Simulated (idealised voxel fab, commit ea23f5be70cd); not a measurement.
Process module, titled voxel capacitor over wiring
cross-section cut | 245 nm wide | cells 5 nm
Cross-section spec: square-cell grid; bands listed top down; each band is one or more rows. Top, bottom (nm), then materials left to right with widths (nm); lone material tagged "everywhere" fills the whole band edge to edge; "air" = empty space. Heights from 0 (as-received wafer is one material below). Bottom band endless downward, as "0 nm and below". With a width like "30->40", each row of cells in the band differs from the next by the same amount, the top row carrying the first number and the bottom row the second. "left unchanged" (step): cross-section cells unchanged, all of them. Closed empty spaces (no open way to the top) of 8 cells or more are what "Unvented voids" lists, each as width x height at distance from the left edge, nm for all three. Where a step's line continues beyond its settings, the continuation is a remark by the simulator itself on that step. A step's line can hold "overlay nm"; with a mask on that step, the setting says how far right of the planned place the mask lay, while a negative setting says it lay to the left.
So here's the lineup of process steps we planned
1) op RECEIVE | material Si
2) op CONFORMAL_DEP | material SiO2 | thk nm 15
3) op DIRECTIONAL_DEP | material TiN | thk nm 5
4) op DIRECTIONAL_DEP | material W | thk nm 20
5) op DIRECTIONAL_DEP | material aC | thk nm 15
6) op PATTERN | tone cover | mask id METAL_1 | material resist | width nm 30 | pitch nm 90 | thk nm 35 | overlay nm 0
7) op DIRECTIONAL_ETCH | etch materials aC | depth nm 15
8) op STRIP | etch materials resist
9) op DIRECTIONAL_ETCH | etch materials W | depth nm 20
10) op DIRECTIONAL_ETCH | etch materials TiN | depth nm 5
11) op STRIP | etch materials aC
12) op FILL_DEP | material lowk | thk nm 5
13) op CMP | height nm 40
14) op CONFORMAL_DEP | material SiCN | thk nm 5
15) op DIRECTIONAL_DEP | material lowk | thk nm 10
16) op DIRECTIONAL_DEP | material aC | thk nm 10
17) op PATTERN | tone open | mask id PLUG_1 | material resist | width nm 15 | thk nm 25 | overlay nm 0
18) op DIRECTIONAL_ETCH | etch materials aC | depth nm 10
19) op STRIP | etch materials resist
20) op DIRECTIONAL_ETCH | etch materials lowk | depth nm 10
21) op DIRECTIONAL_ETCH | etch materials SiCN | depth nm 5
22) op STRIP | etch materials aC
23) op EPI | material Ru | thk nm 10
24) op EPI | material Ru | thk nm 5
25) op DIRECTIONAL_DEP | material TiN | thk nm 5
26) op DIRECTIONAL_DEP | material Al2O3 | thk nm 5
27) op DIRECTIONAL_DEP | material TiN | thk nm 5
28) op PATTERN | tone cover | mask id UPPER_PLATE | material resist | width nm 65 | thk nm 15 | overlay nm 0
29) op DIRECTIONAL_ETCH | etch materials TiN | depth nm 5
30) op DIRECTIONAL_ETCH | etch materials Al2O3 | depth nm 5
31) op STRIP | etch materials resist
32) op DIRECTIONAL_DEP | material aC | thk nm 10
33) op PATTERN | tone cover | mask id LOWER_PLATE | material resist | width nm 75 | thk nm 30 | overlay nm 0
34) op DIRECTIONAL_ETCH | etch materials aC | depth nm 10
35) op STRIP | etch materials resist
36) op DIRECTIONAL_ETCH | etch materials TiN | depth nm 5
37) op STRIP | etch materials aC
38) op FILL_DEP | material SiO2 | thk nm 15
39) op CMP | height nm 80
40) op PATTERN | tone open | mask id PLUG_2 | material resist | width nm 15 | thk nm 15 | overlay nm 0
41) op DIRECTIONAL_ETCH | etch materials SiO2 | depth nm 10
42) op STRIP | etch materials resist
43) op CONFORMAL_DEP | material TiN | thk nm 5
44) op FILL_DEP | material Cu | thk nm 10
45) op CMP | height nm 80
46) op CONFORMAL_DEP | material SiN | thk nm 5
Received-state cross-section, reflecting completion of step 1
> 0 nm and below  Si everywhere
> Unvented voids: none
Cross-sectional result after module completion. Note: starting condition and plan are unchanged from above; one processing mistake was made
> 90 nm to 85 nm  SiN everywhere
> 85 nm to 80 nm  TiN (90), Cu (5), TiN (150)
> 80 nm to 75 nm  SiO2 (85), TiN (5), Cu (5), TiN (5), SiO2 (145)
> 75 nm to 65 nm  SiO2 (85->75), TiN (15->65), SiO2 (145->105)
> 65 nm to 60 nm  SiO2 (75), Al2O3 (65), SiO2 (105)
> 60 nm to 55 nm  SiO2 (70), TiN (75), SiO2 (100)
> 55 nm to 45 nm  lowk (75), Ru (15), lowk (155)
> 45 nm to 40 nm  SiCN (75), Ru (15), SiCN (155)
> 40 nm to 20 nm  lowk (60), W (30), lowk (60), W (30), lowk (65)
> 20 nm to 15 nm  lowk (60), TiN (30), lowk (60), TiN (30), lowk (65)
> 15 nm to 0 nm  SiO2 everywhere
> 0 nm and below  Si everywhere
> Unvented voids: none
Misprocessing identified: step 45 ran differently from the plan; actual operation with settings: op CMP | height nm 85
